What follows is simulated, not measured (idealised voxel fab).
process module | voxel capacitor over wiring
cross-section cut | 235 nm wide | cells 5 nm
A cross-section is a grid of square cells, given in bands from the top down. A band is one or more rows of cells.
Each band's line starts with the height of the band's top and of its bottom, in nm. Then come its materials from left to right, each with its width in nm. One material with "throughout" fills the band from edge to edge. "air" is empty space.
Height 0 is the level under which the wafer as received is all one material. The lowest band goes on downwards, as in "0 down".
A width such as "30 to 40" changes by the same amount from each row of cells to the next, from the band's top row to its bottom row.
"no change" after a step means that no cell of the cross-section changed.
closed voids: empty space of 8 cells or more with no open way to the top, each as width x height at its distance from the left edge, in nm
after a step's settings: what the simulator itself notes on the step
overlay nm, on a step with a mask: how far to the right of its planned place the mask lay; to the left if negative
plan
1 op RECEIVE | material Si
2 op CONFORMAL_DEP | material SiO2 | thk nm 10
3 op DIRECTIONAL_DEP | material TiN | thk nm 5
4 op DIRECTIONAL_DEP | material Ru | thk nm 25
5 op MASKED_ETCH | tone cover | mask id METAL_1 | width nm 30 | pitch nm 95 | etch materials Ru | depth nm 25 | overlay nm 0
6 op MASKED_ETCH | tone cover | mask id METAL_1 | width nm 30 | pitch nm 95 | etch materials TiN | depth nm 5 | overlay nm 0
7 op CONFORMAL_DEP | material SiCN | thk nm 5
8 op FILL_DEP | material SiO2 | thk nm 5
9 op CMP | height nm 40
10 op CONFORMAL_DEP | material SiCN | thk nm 5
11 op DIRECTIONAL_DEP | material SiO2 | thk nm 20
12 op PATTERN | tone open | mask id PLUG_1 | material resist | width nm 15 | thk nm 20 | overlay nm 0
13 op DIRECTIONAL_ETCH | etch materials SiO2 | depth nm 20
14 op DIRECTIONAL_ETCH | etch materials SiCN | depth nm 5
15 op STRIP | etch materials resist
16 op CONFORMAL_DEP | material TiN | thk nm 5
17 op FILL_DEP | material W | thk nm 10
18 op CMP | height nm 65
19 op DIRECTIONAL_DEP | material TiN | thk nm 10
20 op DIRECTIONAL_DEP | material Al2O3 | thk nm 5
21 op DIRECTIONAL_DEP | material TiN | thk nm 10
22 op MASKED_ETCH | tone cover | mask id UPPER_PLATE | width nm 70 | etch materials TiN | depth nm 10 | overlay nm 0
23 op MASKED_ETCH | tone cover | mask id UPPER_PLATE | width nm 70 | etch materials Al2O3 | depth nm 5 | overlay nm 0
24 op MASKED_ETCH | tone cover | mask id LOWER_PLATE | width nm 80 | etch materials TiN | depth nm 10 | overlay nm 0
25 op FILL_DEP | material SiO2 | thk nm 20
26 op CMP | height nm 105
27 op DIRECTIONAL_DEP | material aC | thk nm 10
28 op PATTERN | tone open | mask id PLUG_2 | material resist | width nm 15 | thk nm 30 | overlay nm 0
29 op DIRECTIONAL_ETCH | etch materials aC | depth nm 10
30 op STRIP | etch materials resist
31 op DIRECTIONAL_ETCH | etch materials SiO2 | depth nm 15
32 op STRIP | etch materials aC
33 op CONFORMAL_DEP | material TiN | thk nm 5
34 op FILL_DEP | material Ru | thk nm 5
35 op CMP | height nm 105
36 op CONFORMAL_DEP | material SiCN | thk nm 5
as received, after step 1
  0 down: Si throughout
  closed voids: none
first wafer at the end, as planned
  110 to 105: SiCN throughout
  105 to 95: SiO2 80 | TiN 5 | Ru 5 | TiN 5 | SiO2 140
  95 to 90: SiO2 80 | TiN 15 | SiO2 140
  90 to 80: SiO2 70 | TiN 70 | SiO2 95
  80 to 75: SiO2 70 | Al2O3 70 | SiO2 95
  75 to 65: SiO2 65 | TiN 80 | SiO2 90
  65 to 45: SiO2 70 | TiN 5 | W 5 | TiN 5 | SiO2 150
  45 to 40: SiCN 70 | TiN 15 | SiCN 150
  40 to 15: SiO2 50 | SiCN 5 | Ru 30 | SiCN 5 | SiO2 55 | SiCN 5 | Ru 30 | SiCN 5 | SiO2 50
  15 to 10: SiCN 55 | TiN 30 | SiCN 65 | TiN 30 | SiCN 55
  10 to 0: SiO2 throughout
  0 down: Si throughout
  closed voids: none
second wafer at the end: like start, like plan, one mistake
  110 to 105: SiCN throughout
  105 to 95: SiO2 80 | TiN 5 | Ru 5 | TiN 5 | SiO2 140
  95 to 90: SiO2 80 | TiN 15 | SiO2 140
  90 to 80: SiO2 70 | TiN 70 | SiO2 95
  80 to 75: SiO2 70 | Al2O3 70 | SiO2 95
  75 to 65: SiO2 65 | TiN 80 | SiO2 90
  65 to 45: SiO2 70 | TiN 5 | W 5 | TiN 5 | SiO2 150
  45 to 40: SiCN 70 | TiN 15 | SiCN 150
  40 to 35: SiO2 throughout
  35 to 30: SiO2 50 | SiCN 40 | SiO2 55 | SiCN 40 | SiO2 50
  30 to 5: SiO2 50 | SiCN 5 | Ru 30 | SiCN 5 | SiO2 55 | SiCN 5 | Ru 30 | SiCN 5 | SiO2 50
  5 to 0: SiCN 55 | TiN 30 | SiCN 65 | TiN 30 | SiCN 55
  0 down: Si throughout
  closed voids: none
what went wrong: step 2 was left out
at the end the second wafer has, in cells: 16 more of SiCN | 16 fewer of SiO2
